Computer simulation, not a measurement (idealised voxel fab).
You're looking at the process module voxel lift off.
260 nm wide, 5 nm square cells: that's cross-section cut.
Think of the cross-section as a grid of square cells. We describe it in bands, top to bottom, and each band covers one or more rows of those cells.
Top, bottom (nm), then materials left to right with widths (nm); lone material tagged "throughout" fills the whole band edge to edge; "empty" = empty space.
Heads up on the height convention: 0 is the point under which the incoming wafer is all one material, and the lowest band has no bottom, it just keeps going down, like "top 0, no bottom".
When a width is written as two numbers, as in "30->40", the first number is the width in the top row of cells of the band and the second is the width in its bottom row, and the width changes by the same amount from each row to the next.
Where a step carries "nothing got changed", the cross-section came out of it unchanged, cell for cell.
Empty spaces without an open route to the top, at least 8 cells in extent, make up the entry "Sealed cavities"; each is given as width x height at distance, where the distance is measured from the left edge, and all are in nm.
Read whatever lies past the settings on a step's line as the simulator's own remark about the step.
overlay nm: on a step with a mask, how far right of its planned place the mask lay; negative means left.

STEPS IN THE PROCESS PLAN
1,RECEIVE [material Si]
2,CONFORMAL_DEP [material SiN] [thk nm 15]
3,PATTERN [tone open] [mask id LINES] [material resist] [width nm 25] [pitch nm 50] [thk nm 30] [overlay nm 0]
4,DIRECTIONAL_DEP [material Ru] [thk nm 15]
5,STRIP [etch materials resist]
6,CONFORMAL_DEP [material SiCN] [thk nm 5]

CROSS-SECTION, INCOMING MATERIAL, AFTER STEP 1
    top 0, no bottom: Si throughout
    Sealed cavities: none

THE FIRST OF THE TWO WAFERS AS SEEN IN CROSS-SECTION ONCE THE MODULE WAS FINISHED; PROCESSING FOLLOWED THE PLAN
    top 35, bottom 30: 60 of empty, then 35 of SiCN, then 15 of empty, then 35 of SiCN, then 15 of empty, then 35 of SiCN, then 65 of empty
    top 30, bottom 20: 60 of empty, then 5 of SiCN, then 25 of Ru, then 5 of SiCN, then 15 of empty, then 5 of SiCN, then 25 of Ru, then 5 of SiCN, then 15 of empty, then 5 of SiCN, then 25 of Ru, then 5 of SiCN, then 65 of empty
    top 20, bottom 15: 65 of SiCN, then 25 of Ru, then 25 of SiCN, then 25 of Ru, then 25 of SiCN, then 25 of Ru, then 70 of SiCN
    top 15, bottom 0: SiN throughout
    top 0, no bottom: Si throughout
    Sealed cavities: none

PRESENTED HERE IS A CROSS-SECTION OF THE SECOND OF THE TWO WAFERS AS IT STOOD AT THE END OF THE MODULE. IT WAS STARTED IN THE SAME MANNER AND ASSIGNED THE SAME PLAN AS THE FIRST WAFER; HOWEVER, ONE MISTAKE WAS MADE IN ITS EXECUTION
    top 30, bottom 15: 65 of empty, then 25 of Ru, then 25 of empty, then 25 of Ru, then 25 of empty, then 25 of Ru, then 70 of empty
    top 15, bottom 0: SiN throughout
    top 0, no bottom: Si throughout
    Sealed cavities: none
The mistake made against the process plan was this: no execution of plan step 6; skipped
Final wafer comparison in cells, second versus first, more or fewer per material: 70 fewer of SiCN
